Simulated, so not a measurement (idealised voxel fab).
process module | voxel transistor to metal
cross-section cut | 185 nm wide | cells 5 nm
A cross-section is a grid of square cells, given in bands from the top down. A band is one or more rows of cells.
Each band's line starts with the height of the band's top and of its bottom, in nm. Then come its materials from left to right, each with its width in nm. One material with "throughout" fills the band from edge to edge. "air" is empty space.
Height 0 is the level under which the wafer as received is all one material. The lowest band goes on downwards, as in "0 down".
A width such as "30 to 40" changes by the same amount from each row of cells to the next, from the band's top row to its bottom row.
"no change" after a step means that no cell of the cross-section changed.
closed voids: empty space of 8 cells or more with no open way to the top, each as width x height at its distance from the left edge, in nm
after a step's settings: what the simulator itself notes on the step
overlay nm, on a step with a mask: how far to the right of its planned place the mask lay; to the left if negative
plan
1 op RECEIVE | material Si
2 op CONFORMAL_DEP | material SiO2 | thk nm 5
3 op CONFORMAL_DEP | material SiN | thk nm 10
4 op PATTERN | tone cover | mask id ACTIVE | material resist | width nm 85 | thk nm 20 | overlay nm 0
5 op DIRECTIONAL_ETCH | etch materials SiN | depth nm 10
6 op DIRECTIONAL_ETCH | etch materials SiO2 | depth nm 5
7 op DIRECTIONAL_ETCH | etch materials Si | depth nm 20
8 op STRIP | etch materials resist
9 op OXIDIZE | depth nm 5
10 op FILL_DEP | material SiO2 | thk nm 15
11 op CMP | height nm 15
12 op SELECTIVE_ETCH | etch materials SiO2 | depth nm 5
13 op STRIP | etch materials SiN
14 op SELECTIVE_ETCH | etch materials SiO2 | depth nm 5
15 op OXIDIZE | depth nm 5
16 op DIRECTIONAL_DEP | material polySi | thk nm 25
17 op DIRECTIONAL_DEP | material SiCN | thk nm 15
18 op DIRECTIONAL_DEP | material aC | thk nm 10
19 op PATTERN | tone cover | mask id GATE | material resist | width nm 15 | thk nm 25 | overlay nm 0
20 op DIRECTIONAL_ETCH | etch materials aC | depth nm 10
21 op STRIP | etch materials resist
22 op DIRECTIONAL_ETCH | etch materials SiCN | depth nm 25
23 op DIRECTIONAL_ETCH | etch materials polySi | depth nm 35
24 op STRIP | etch materials aC
25 op CONFORMAL_DEP | material SiN | thk nm 10
26 op DIRECTIONAL_ETCH | etch materials SiN | depth nm 10
27 op DIRECTIONAL_ETCH | etch materials SiO2 | depth nm 5
28 op EPI | material SiGe | thk nm 5
29 op FILL_DEP | material SiO2 | thk nm 10
30 op CMP | height nm 40
31 op DIRECTIONAL_DEP | material SiO2 | thk nm 15
32 op MASKED_ETCH | tone open | mask id CONTACT | width nm 15 | pitch nm 60 | etch materials SiO2 | depth nm 55 | overlay nm 0
33 op CONFORMAL_DEP | material TiN | thk nm 5
34 op FILL_DEP | material W | thk nm 5
35 op CMP | height nm 55
36 op CONFORMAL_DEP | material SiCN | thk nm 5
37 op DIRECTIONAL_DEP | material SiO2 | thk nm 20
38 op PATTERN | tone open | mask id METAL_1 | material resist | width nm 15 | pitch nm 60 | thk nm 15 | overlay nm 0
39 op DIRECTIONAL_ETCH | etch materials SiO2 | depth nm 20
40 op DIRECTIONAL_ETCH | etch materials SiCN | depth nm 5
41 op STRIP | etch materials resist
42 op CONFORMAL_DEP | material TiN | thk nm 5
43 op FILL_DEP | material Cu | thk nm 5
44 op CMP | height nm 80
45 op CONFORMAL_DEP | material SiN | thk nm 5
as received, after step 1
  0 down: Si throughout
  closed voids: none
a wafer at the end: this start, this plan, one mistake
  85 to 80: SiN throughout
  80 to 60: SiO2 55 | TiN 5 | Cu 5 | TiN 5 | SiO2 45 | TiN 5 | Cu 5 | TiN 5 | SiO2 55
  60 to 55: SiCN 55 | TiN 15 | SiCN 45 | TiN 15 | SiCN 55
  55 to 45: SiO2 45 | TiN 5 | W 5 | TiN 5 | SiO2 45 | TiN 5 | W 5 | TiN 5 | SiO2 65
  45 to 40: SiO2 45 | TiN 5 | W 5 | TiN 5 | SiO2 45 | TiN 15 | SiO2 65
  40 to 25: SiO2 45 | TiN 5 | W 5 | TiN 5 | SiO2 15 | SiN 10 | SiCN 15 | SiN 10 | TiN 10 | SiO2 65
  25 to 10: SiO2 45 | TiN 5 | W 5 | TiN 5 | SiO2 15 | SiN 10 | polySi 15 | SiN 10 | TiN 10 | SiO2 65
  10 to 5: SiO2 45 | TiN 15 | SiO2 15 | SiN 10 | polySi 15 | SiN 10 | TiN 10 | SiO2 65
  5 to 0: SiO2 45 | SiN 10 | TiN 5 | SiO2 15 | SiN 10 | polySi 15 | SiN 10 | TiN 10 | SiO2 10 | SiN 10 | SiO2 45
  0 to -5: SiO2 55 | SiGe 20 | SiO2 35 | SiGe 20 | SiO2 55
  -5 to -25: SiO2 55 | Si 75 | SiO2 55
  -25 down: Si throughout
  closed voids: none
what went wrong: step 32 ran as: op MASKED_ETCH | tone open | mask id CONTACT | width nm 15 | pitch nm 60 | etch materials SiO2 | depth nm 55 | overlay nm -10
